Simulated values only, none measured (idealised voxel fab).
Title: Process Module voxel air gaps
In the cross-section labelled cut, the width is 185 nm and each square cell is 5 nm.
Cross-sections here: square-cell grids, written as top-down lists of bands, a band being one or more rows of cells. Band: top and bottom heights (nm) first, top before bottom; then materials from left to right, widths in nm. "edge to edge" marks a sole material filling the band edge to edge. "blank" denotes empty space. We count height from 0. Below that, the starting wafer is all one material. The lowest band never ends at the bottom but goes on down; see "from 0 down" for how that is written. The expression "30->40" gives the width at the extremes of the band, the first number at its top row of cells and the second at its bottom row, with the width changing by equal amounts from each row to the next in between. "no alteration", as given for a step, is the statement that not any cell of the cross-section underwent a change during that step. In "Enclosed void inventory" the enclosed voids are listed, meaning empty spaces of 8 cells or larger without any opening to the top. The form is width x height at distance, distance from the left edge, units nm. On each step's line, the part that comes after the settings is the simulator's own comment on the step. On any step carrying a mask, the "overlay nm" setting, if present on the step's line, tells how far right of its planned place the mask lay; negative values point to the left.
[This section lists the process steps that were planned]
1,RECEIVE: material Si
2,CONFORMAL_DEP: material SiO2, thk nm 15
3,CONFORMAL_DEP: material SiN, thk nm 5
4,DIRECTIONAL_DEP: material SiO2, thk nm 40
5,PATTERN: tone open, mask id LINES, material resist, width nm 15, pitch nm 50, thk nm 15, overlay nm 0
6,DIRECTIONAL_ETCH: etch materials SiO2, depth nm 40
7,STRIP: etch materials resist
8,CONFORMAL_DEP: material TiN, thk nm 5
9,FILL_DEP: material W, thk nm 10
10,CMP: height nm 60
11,EPI: material Ru, thk nm 10
12,SELECTIVE_ETCH: etch materials SiO2, depth nm 50
13,CONFORMAL_DEP: material SiCN, thk nm 5
What sets these wafers apart? The width nm at step 5. They all start alike, and the plan carries the first wafer's value.
[Cross-section, first of several wafers, as delivered after step 1]
  from 0 down  Si edge to edge
  Enclosed void inventory: none
[Wafer cross-section (first of several) - module end, post step 13 (last step)]
  from 75 to 70  20 nm blank, then 45 nm SiCN, then 5 nm blank, then 45 nm SiCN, then 5 nm blank, then 45 nm SiCN, then 20 nm blank
  from 70 to 60  20 nm blank, then 5 nm SiCN, then 35 nm Ru, then 5 nm SiCN, then 5 nm blank, then 5 nm SiCN, then 35 nm Ru, then 5 nm SiCN, then 5 nm blank, then 5 nm SiCN, then 35 nm Ru, then 5 nm SiCN, then 20 nm blank
  from 60 to 55  20 nm blank, then 15 nm SiCN, then 5 nm TiN, then 5 nm W, then 5 nm TiN, then 15 nm SiCN, then 5 nm blank, then 15 nm SiCN, then 5 nm TiN, then 5 nm W, then 5 nm TiN, then 15 nm SiCN, then 5 nm blank, then 15 nm SiCN, then 5 nm TiN, then 5 nm W, then 5 nm TiN, then 15 nm SiCN, then 20 nm blank
  from 55 to 25  30 nm blank, then 5 nm SiCN, then 5 nm TiN, then 5 nm W, then 5 nm TiN, then 5 nm SiCN, then 25 nm blank, then 5 nm SiCN, then 5 nm TiN, then 5 nm W, then 5 nm TiN, then 5 nm SiCN, then 25 nm blank, then 5 nm SiCN, then 5 nm TiN, then 5 nm W, then 5 nm TiN, then 5 nm SiCN, then 30 nm blank
  from 25 to 20  35 nm SiCN, then 15 nm TiN, then 35 nm SiCN, then 15 nm TiN, then 35 nm SiCN, then 15 nm TiN, then 35 nm SiCN
  from 20 to 15  SiN edge to edge
  from 15 to 0  SiO2 edge to edge
  from 0 down  Si edge to edge
  Enclosed void inventory: none
[Showing the last wafer in cross-section at the end of the module]
  from 75 to 70  10 nm blank, then 165 nm SiCN, then 10 nm blank
  from 70 to 60  10 nm blank, then 5 nm SiCN, then 155 nm Ru, then 5 nm SiCN, then 10 nm blank
  from 60 to 55  10 nm blank, then 15 nm SiCN, then 5 nm TiN, then 25 nm W, then 5 nm TiN, then 15 nm SiO2, then 5 nm TiN, then 25 nm W, then 5 nm TiN, then 15 nm SiO2, then 5 nm TiN, then 25 nm W, then 5 nm TiN, then 15 nm SiCN, then 10 nm blank
  from 55 to 25  20 nm blank, then 5 nm SiCN, then 5 nm TiN, then 25 nm W, then 5 nm TiN, then 15 nm SiO2, then 5 nm TiN, then 25 nm W, then 5 nm TiN, then 15 nm SiO2, then 5 nm TiN, then 25 nm W, then 5 nm TiN, then 5 nm SiCN, then 20 nm blank
  from 25 to 20  25 nm SiCN, then 35 nm TiN, then 15 nm SiO2, then 35 nm TiN, then 15 nm SiO2, then 35 nm TiN, then 25 nm SiCN
  from 20 to 15  SiN edge to edge
  from 15 to 0  SiO2 edge to edge
  from 0 down  Si edge to edge
  Enclosed void inventory: none
[Per wafer (row), end of module: delta in cells per material since receipt, (+) for gained, (-) for lost; closed voids after that]
width nm 15 | +42 Ru | +121 SiCN | +37 SiN | +111 SiO2 | +51 TiN | +21 W | Enclosed void inventory: none
width nm 20 | +48 Ru | +121 SiCN | +37 SiN | +111 SiO2 | +54 TiN | +42 W | Enclosed void inventory: 20 x 30 at 60; 20 x 30 at 110
width nm 25 | +54 Ru | +113 SiCN | +37 SiN | +111 SiO2 | +57 TiN | +63 W | Enclosed void inventory: 15 x 30 at 60; 15 x 30 at 110
width nm 30 | +60 Ru | +65 SiCN | +37 SiN | +175 SiO2 | +60 TiN | +84 W | Enclosed void inventory: none
width nm 35 | +62 Ru | +65 SiCN | +37 SiN | +159 SiO2 | +63 TiN | +105 W | Enclosed void inventory: none
